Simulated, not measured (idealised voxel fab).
process module | voxel self aligned vias
cross-section cut | 160 nm wide | cells 5 nm
A cross-section is a grid of square cells, given in bands from the top down. A band is one or more rows of cells.
Each band's line starts with the height of the band's top and of its bottom, in nm. Then come its materials from left to right, each with its width in nm. One material with "throughout" fills the band from edge to edge. "air" is empty space.
Height 0 is the level under which the wafer as received is all one material. The lowest band goes on downwards, as in "0 down".
A width such as "30 to 40" changes by the same amount from each row of cells to the next, from the band's top row to its bottom row.
"no change" after a step means that no cell of the cross-section changed.
closed voids: empty space of 8 cells or more with no open way to the top, each as width x height at its distance from the left edge, in nm
after a step's settings: what the simulator itself notes on the step
overlay nm, on a step with a mask: how far to the right of its planned place the mask lay; to the left if negative
plan
1 op RECEIVE | material Si
2 op CONFORMAL_DEP | material SiO2 | thk nm 15
3 op CONFORMAL_DEP | material SiCN | thk nm 5
4 op DIRECTIONAL_DEP | material SiO2 | thk nm 30
5 op DIRECTIONAL_DEP | material aC | thk nm 10
6 op PATTERN | tone open | mask id LINES | material resist | width nm 20 | pitch nm 55 | thk nm 25 | overlay nm 0
7 op DIRECTIONAL_ETCH | etch materials aC | depth nm 10
8 op STRIP | etch materials resist
9 op DIRECTIONAL_ETCH | etch materials SiO2 | depth nm 30
10 op STRIP | etch materials aC
11 op CONFORMAL_DEP | material TiN | thk nm 5
12 op FILL_DEP | material Ru | thk nm 10
13 op CMP | height nm 50
14 op SELECTIVE_ETCH | etch materials W Ru TiN | depth nm 10
15 op FILL_DEP | material SiN | thk nm 10
16 op CMP | height nm 50
17 op DIRECTIONAL_DEP | material SiO2 | thk nm 20
18 op PATTERN | tone open | mask id VIAS | material resist | width nm 30 | thk nm 20 | overlay nm 0
19 op DIRECTIONAL_ETCH | etch materials SiO2 | depth nm 20
20 op DIRECTIONAL_ETCH | etch materials SiN | depth nm 10
21 op STRIP | etch materials resist
22 op CONFORMAL_DEP | material TiN | thk nm 5
23 op FILL_DEP | material Cu | thk nm 5
24 op CMP | height nm 70
25 op CONFORMAL_DEP | material SiN | thk nm 5
first wafer, as planned
as received, after step 1
  0 down: Si throughout
  closed voids: none
after step 2
  15 to 0: SiO2 throughout
  below 0: unchanged
after step 3
  20 to 15: SiCN throughout
  below 15: unchanged
after step 4
  50 to 20: SiO2 throughout
  below 20: unchanged
after step 5
  60 to 50: aC throughout
  below 50: unchanged
after step 6
  85 to 60: resist 40 | air 20 | resist 35 | air 20 | resist 45
  below 60: unchanged
after step 7
  75 to 60: resist 40 | air 20 | resist 35 | air 20 | resist 45
  60 to 50: aC 40 | air 20 | aC 35 | air 20 | aC 45
  below 50: unchanged
after step 8
  60 to 50: aC 40 | air 20 | aC 35 | air 20 | aC 45
  below 50: unchanged
after step 9
  60 to 50: aC 40 | air 20 | aC 35 | air 20 | aC 45
  50 to 20: SiO2 40 | air 20 | SiO2 35 | air 20 | SiO2 45
  below 20: unchanged
after step 10
  50 to 20: SiO2 40 | air 20 | SiO2 35 | air 20 | SiO2 45
  below 20: unchanged
after step 11
  55 to 50: TiN 45 | air 10 | TiN 45 | air 10 | TiN 50
  50 to 25: SiO2 40 | TiN 5 | air 10 | TiN 5 | SiO2 35 | TiN 5 | air 10 | TiN 5 | SiO2 45
  25 to 20: SiO2 40 | TiN 20 | SiO2 35 | TiN 20 | SiO2 45
  below 20: unchanged
after step 12
  65 to 55: Ru throughout
  55 to 50: TiN 45 | Ru 10 | TiN 45 | Ru 10 | TiN 50
  50 to 25: SiO2 40 | TiN 5 | Ru 10 | TiN 5 | SiO2 35 | TiN 5 | Ru 10 | TiN 5 | SiO2 45
  below 25: unchanged
after step 13
  50 to 25: SiO2 40 | TiN 5 | Ru 10 | TiN 5 | SiO2 35 | TiN 5 | Ru 10 | TiN 5 | SiO2 45
  below 25: unchanged
after step 14
  50 to 40: SiO2 40 | air 20 | SiO2 35 | air 20 | SiO2 45
  below 40: unchanged
after step 15
  60 to 50: SiN throughout
  50 to 40: SiO2 40 | SiN 20 | SiO2 35 | SiN 20 | SiO2 45
  below 40: unchanged
after step 16
  50 to 40: SiO2 40 | SiN 20 | SiO2 35 | SiN 20 | SiO2 45
  below 40: unchanged
after step 17
  70 to 50: SiO2 throughout
  below 50: unchanged
after step 18
  90 to 70: resist 35 | air 30 | resist 95
  below 70: unchanged
after step 19
  90 to 70: resist 35 | air 30 | resist 95
  70 to 50: SiO2 35 | air 30 | SiO2 95
  below 50: unchanged
after step 20
  90 to 70: resist 35 | air 30 | resist 95
  70 to 50: SiO2 35 | air 30 | SiO2 95
  50 to 40: SiO2 40 | air 20 | SiO2 35 | SiN 20 | SiO2 45
  below 40: unchanged
after step 21
  70 to 50: SiO2 35 | air 30 | SiO2 95
  below 50: unchanged
after step 22
  75 to 70: TiN 40 | air 20 | TiN 100
  70 to 55: SiO2 35 | TiN 5 | air 20 | TiN 5 | SiO2 95
  55 to 50: SiO2 35 | TiN 10 | air 10 | TiN 10 | SiO2 95
  50 to 45: SiO2 40 | TiN 5 | air 10 | TiN 5 | SiO2 35 | SiN 20 | SiO2 45
  45 to 40: SiO2 40 | TiN 20 | SiO2 35 | SiN 20 | SiO2 45
  below 40: unchanged
after step 23
  80 to 75: Cu throughout
  75 to 70: TiN 40 | Cu 20 | TiN 100
  70 to 55: SiO2 35 | TiN 5 | Cu 20 | TiN 5 | SiO2 95
  55 to 50: SiO2 35 | TiN 10 | Cu 10 | TiN 10 | SiO2 95
  50 to 45: SiO2 40 | TiN 5 | Cu 10 | TiN 5 | SiO2 35 | SiN 20 | SiO2 45
  below 45: unchanged
after step 24
  70 to 55: SiO2 35 | TiN 5 | Cu 20 | TiN 5 | SiO2 95
  below 55: unchanged
after step 25
  75 to 70: SiN throughout
  below 70: unchanged
second wafer: like start, like plan, one mistake. Through step 1 it matches the first wafer
when step 2 should have ended
  5 to 0: SiCN throughout
  below 0: unchanged
when step 3 should have ended
  20 to 5: SiO2 throughout
  below 5: unchanged
when step 4 should have ended
  50 to 5: SiO2 throughout
  below 5: unchanged
when step 5 should have ended
  60 to 50: aC throughout
  below 50: unchanged
when step 6 should have ended
  85 to 60: resist 40 | air 20 | resist 35 | air 20 | resist 45
  below 60: unchanged
when step 7 should have ended
  75 to 60: resist 40 | air 20 | resist 35 | air 20 | resist 45
  60 to 50: aC 40 | air 20 | aC 35 | air 20 | aC 45
  below 50: unchanged
when step 8 should have ended
  60 to 50: aC 40 | air 20 | aC 35 | air 20 | aC 45
  below 50: unchanged
when step 9 should have ended
  60 to 50: aC 40 | air 20 | aC 35 | air 20 | aC 45
  50 to 20: SiO2 40 | air 20 | SiO2 35 | air 20 | SiO2 45
  below 20: unchanged
when step 10 should have ended
  50 to 20: SiO2 40 | air 20 | SiO2 35 | air 20 | SiO2 45
  below 20: unchanged
when step 11 should have ended
  55 to 50: TiN 45 | air 10 | TiN 45 | air 10 | TiN 50
  50 to 25: SiO2 40 | TiN 5 | air 10 | TiN 5 | SiO2 35 | TiN 5 | air 10 | TiN 5 | SiO2 45
  25 to 20: SiO2 40 | TiN 20 | SiO2 35 | TiN 20 | SiO2 45
  below 20: unchanged
when step 12 should have ended
  65 to 55: Ru throughout
  55 to 50: TiN 45 | Ru 10 | TiN 45 | Ru 10 | TiN 50
  50 to 25: SiO2 40 | TiN 5 | Ru 10 | TiN 5 | SiO2 35 | TiN 5 | Ru 10 | TiN 5 | SiO2 45
  below 25: unchanged
when step 13 should have ended
  50 to 25: SiO2 40 | TiN 5 | Ru 10 | TiN 5 | SiO2 35 | TiN 5 | Ru 10 | TiN 5 | SiO2 45
  below 25: unchanged
when step 14 should have ended
  50 to 40: SiO2 40 | air 20 | SiO2 35 | air 20 | SiO2 45
  below 40: unchanged
when step 15 should have ended
  60 to 50: SiN throughout
  50 to 40: SiO2 40 | SiN 20 | SiO2 35 | SiN 20 | SiO2 45
  below 40: unchanged
when step 16 should have ended
  50 to 40: SiO2 40 | SiN 20 | SiO2 35 | SiN 20 | SiO2 45
  below 40: unchanged
when step 17 should have ended
  70 to 50: SiO2 throughout
  below 50: unchanged
when step 18 should have ended
  90 to 70: resist 35 | air 30 | resist 95
  below 70: unchanged
when step 19 should have ended
  90 to 70: resist 35 | air 30 | resist 95
  70 to 50: SiO2 35 | air 30 | SiO2 95
  below 50: unchanged
when step 20 should have ended
  90 to 70: resist 35 | air 30 | resist 95
  70 to 50: SiO2 35 | air 30 | SiO2 95
  50 to 40: SiO2 40 | air 20 | SiO2 35 | SiN 20 | SiO2 45
  below 40: unchanged
when step 21 should have ended
  70 to 50: SiO2 35 | air 30 | SiO2 95
  below 50: unchanged
when step 22 should have ended
  75 to 70: TiN 40 | air 20 | TiN 100
  70 to 55: SiO2 35 | TiN 5 | air 20 | TiN 5 | SiO2 95
  55 to 50: SiO2 35 | TiN 10 | air 10 | TiN 10 | SiO2 95
  50 to 45: SiO2 40 | TiN 5 | air 10 | TiN 5 | SiO2 35 | SiN 20 | SiO2 45
  45 to 40: SiO2 40 | TiN 20 | SiO2 35 | SiN 20 | SiO2 45
  below 40: unchanged
when step 23 should have ended
  80 to 75: Cu throughout
  75 to 70: TiN 40 | Cu 20 | TiN 100
  70 to 55: SiO2 35 | TiN 5 | Cu 20 | TiN 5 | SiO2 95
  55 to 50: SiO2 35 | TiN 10 | Cu 10 | TiN 10 | SiO2 95
  50 to 45: SiO2 40 | TiN 5 | Cu 10 | TiN 5 | SiO2 35 | SiN 20 | SiO2 45
  below 45: unchanged
when step 24 should have ended
  70 to 55: SiO2 35 | TiN 5 | Cu 20 | TiN 5 | SiO2 95
  below 55: unchanged
when step 25 should have ended
  75 to 70: SiN throughout
  below 70: unchanged
what went wrong: steps 2 and 3 were swapped
at the end the second wafer has, in cells: as many of each material as the first, in other places
